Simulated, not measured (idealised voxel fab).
The process module presented herein is designated voxel gate over fins.
215 nm wide, 5 nm square cells: that's cross-section cut.
This document writes a cross-section as a grid whose cells are square, and gives it as bands, listed from the top down; one or more rows of cells form a band. Heads up on the band format: heights come first, top then bottom, in nm. After that it's the materials left to right, each with its width in nm. A single material flagged "throughout" fills the whole band edge to edge, and "air" means there's empty space there. Heights from 0 (as-received wafer is one material below). Bottom band endless downward, as "0 nm and below". With a width like "30..40", each row of cells in the band differs from the next by the same amount, the top row carrying the first number and the bottom row the second. It should be understood that the words "no modifications", when stated for a given step, signify that the cross-section underwent no change in any of its cells during that step. If an empty space has no open way to the top and is at least 8 cells in size, "Unvented cavities" lists it, written width x height at distance, where distance is measured from the left edge and every value is in nm. On each step's line, the part that comes after the settings is the simulator's own comment on the step. A step line may carry the setting "overlay nm", which, for steps involving a mask, states the distance by which the mask lay to the right of its intended position; negative values denote displacement to the left.

LISTED BELOW ARE THE PROCESS STEPS AS PLANNED
step 1: RECEIVE [material Si]
step 2: CONFORMAL_DEP [material SiN] [thk nm 5]
step 3: MASKED_ETCH [tone cover] [mask id FINS] [width nm 15] [pitch nm 40] [etch materials SiN] [depth nm 5] [overlay nm 0]
step 4: MASKED_ETCH [tone cover] [mask id FINS] [width nm 15] [pitch nm 40] [etch materials Si] [depth nm 35] [overlay nm 0]
step 5: FILL_DEP [material SiO2] [thk nm 15]
step 6: CMP [height nm 5]
step 7: SELECTIVE_ETCH [etch materials SiO2] [depth nm 20]
step 8: STRIP [etch materials SiN]
step 9: CONFORMAL_DEP [material HfO2] [thk nm 5]
step 10: CONFORMAL_DEP [material TiN] [thk nm 5]
step 11: FILL_DEP [material W] [thk nm 15]
step 12: CMP [height nm 20]
step 13: CONFORMAL_DEP [material SiN] [thk nm 5]

FIRST WAFER, AS PLANNED

INCOMING WAFER IN CROSS-SECTION (STATE: AFTER STEP 1)
0 nm and below = Si throughout
Unvented cavities: none

SO THIS IS THE WAFER CROSS-SECTION RIGHT AFTER STEP 2
5 nm to 0 nm = SiN throughout
Heights below 0 show no change.

SO THIS IS THE WAFER CROSS-SECTION RIGHT AFTER STEP 3
5 nm to 0 nm = air 80, SiN 15, air 25, SiN 15, air 80
Heights below 0 show no change.

SO THIS IS THE WAFER CROSS-SECTION RIGHT AFTER STEP 4
5 nm to 0 nm = air 80, SiN 15, air 25, SiN 15, air 80
0 nm to -35 nm = air 80, Si 15, air 25, Si 15, air 80
Heights below -35 show no change.

SO THIS IS THE WAFER CROSS-SECTION RIGHT AFTER STEP 5
20 nm to 5 nm = SiO2 throughout
5 nm to 0 nm = SiO2 80, SiN 15, SiO2 25, SiN 15, SiO2 80
0 nm to -35 nm = SiO2 80, Si 15, SiO2 25, Si 15, SiO2 80
Heights below -35 show no change.

SO THIS IS THE WAFER CROSS-SECTION RIGHT AFTER STEP 6
5 nm to 0 nm = SiO2 80, SiN 15, SiO2 25, SiN 15, SiO2 80
Heights below 0 show no change.

SO THIS IS THE WAFER CROSS-SECTION RIGHT AFTER STEP 7
5 nm to 0 nm = air 80, SiN 15, air 25, SiN 15, air 80
0 nm to -15 nm = air 80, Si 15, air 25, Si 15, air 80
Heights below -15 show no change.

SO THIS IS THE WAFER CROSS-SECTION RIGHT AFTER STEP 8
0 nm to -15 nm = air 80, Si 15, air 25, Si 15, air 80
Heights below -15 show no change.

SO THIS IS THE WAFER CROSS-SECTION RIGHT AFTER STEP 9
5 nm to 0 nm = air 75, HfO2 25, air 15, HfO2 25, air 75
0 nm to -10 nm = air 75, HfO2 5, Si 15, HfO2 5, air 15, HfO2 5, Si 15, HfO2 5, air 75
-10 nm to -15 nm = HfO2 80, Si 15, HfO2 25, Si 15, HfO2 80
Heights below -15 show no change.

SO THIS IS THE WAFER CROSS-SECTION RIGHT AFTER STEP 10
10 nm to 5 nm = air 70, TiN 35, air 5, TiN 35, air 70
5 nm to 0 nm = air 70, TiN 5, HfO2 25, TiN 5, air 5, TiN 5, HfO2 25, TiN 5, air 70
0 nm to -5 nm = air 70, TiN 5, HfO2 5, Si 15, HfO2 5, TiN 5, air 5, TiN 5, HfO2 5, Si 15, HfO2 5, TiN 5, air 70
-5 nm to -10 nm = TiN 75, HfO2 5, Si 15, HfO2 5, TiN 15, HfO2 5, Si 15, HfO2 5, TiN 75
Heights below -10 show no change.

SO THIS IS THE WAFER CROSS-SECTION RIGHT AFTER STEP 11
25 nm to 10 nm = W throughout
10 nm to 5 nm = W 70, TiN 35, W 5, TiN 35, W 70
5 nm to 0 nm = W 70, TiN 5, HfO2 25, TiN 5, W 5, TiN 5, HfO2 25, TiN 5, W 70
0 nm to -5 nm = W 70, TiN 5, HfO2 5, Si 15, HfO2 5, TiN 5, W 5, TiN 5, HfO2 5, Si 15, HfO2 5, TiN 5, W 70
Heights below -5 show no change.

SO THIS IS THE WAFER CROSS-SECTION RIGHT AFTER STEP 12
20 nm to 10 nm = W throughout
Heights below 10 show no change.

SO THIS IS THE WAFER CROSS-SECTION RIGHT AFTER STEP 13
25 nm to 20 nm = SiN throughout
Heights below 20 show no change.

SECOND OF TWO: SAME START, SAME PLAN, ONE RUN ERROR; STEPS UP TO AND INCLUDING 5 MATCH THE FIRST

Second wafer shown in cross-section at the time step 6 was slated to end: no modifications

SECOND WAFER SHOWN IN CROSS-SECTION AT THE TIME STEP 7 WAS SLATED TO END
5 nm to 0 nm = air 80, SiN 15, air 25, SiN 15, air 80
Heights below 0 show no change.

SECOND WAFER SHOWN IN CROSS-SECTION AT THE TIME STEP 8 WAS SLATED TO END
0 nm to -35 nm = SiO2 80, Si 15, SiO2 25, Si 15, SiO2 80
Heights below -35 show no change.

SECOND WAFER SHOWN IN CROSS-SECTION AT THE TIME STEP 9 WAS SLATED TO END
5 nm to 0 nm = HfO2 throughout
Heights below 0 show no change.

SECOND WAFER SHOWN IN CROSS-SECTION AT THE TIME STEP 10 WAS SLATED TO END
10 nm to 5 nm = TiN throughout
Heights below 5 show no change.

SECOND WAFER SHOWN IN CROSS-SECTION AT THE TIME STEP 11 WAS SLATED TO END
25 nm to 10 nm = W throughout
Heights below 10 show no change.

SECOND WAFER SHOWN IN CROSS-SECTION AT THE TIME STEP 12 WAS SLATED TO END
20 nm to 10 nm = W throughout
Heights below 10 show no change.

SECOND WAFER SHOWN IN CROSS-SECTION AT THE TIME STEP 13 WAS SLATED TO END
25 nm to 20 nm = SiN throughout
Heights below 20 show no change.
Against the plan, the run slipped here: skipped: plan step 6 (never run)
Per the end-of-run cell counts, the second wafer holds more or fewer of some materials than the first: 12 fewer of HfO2, 111 more of SiO2, 12 fewer of TiN, 87 fewer of W
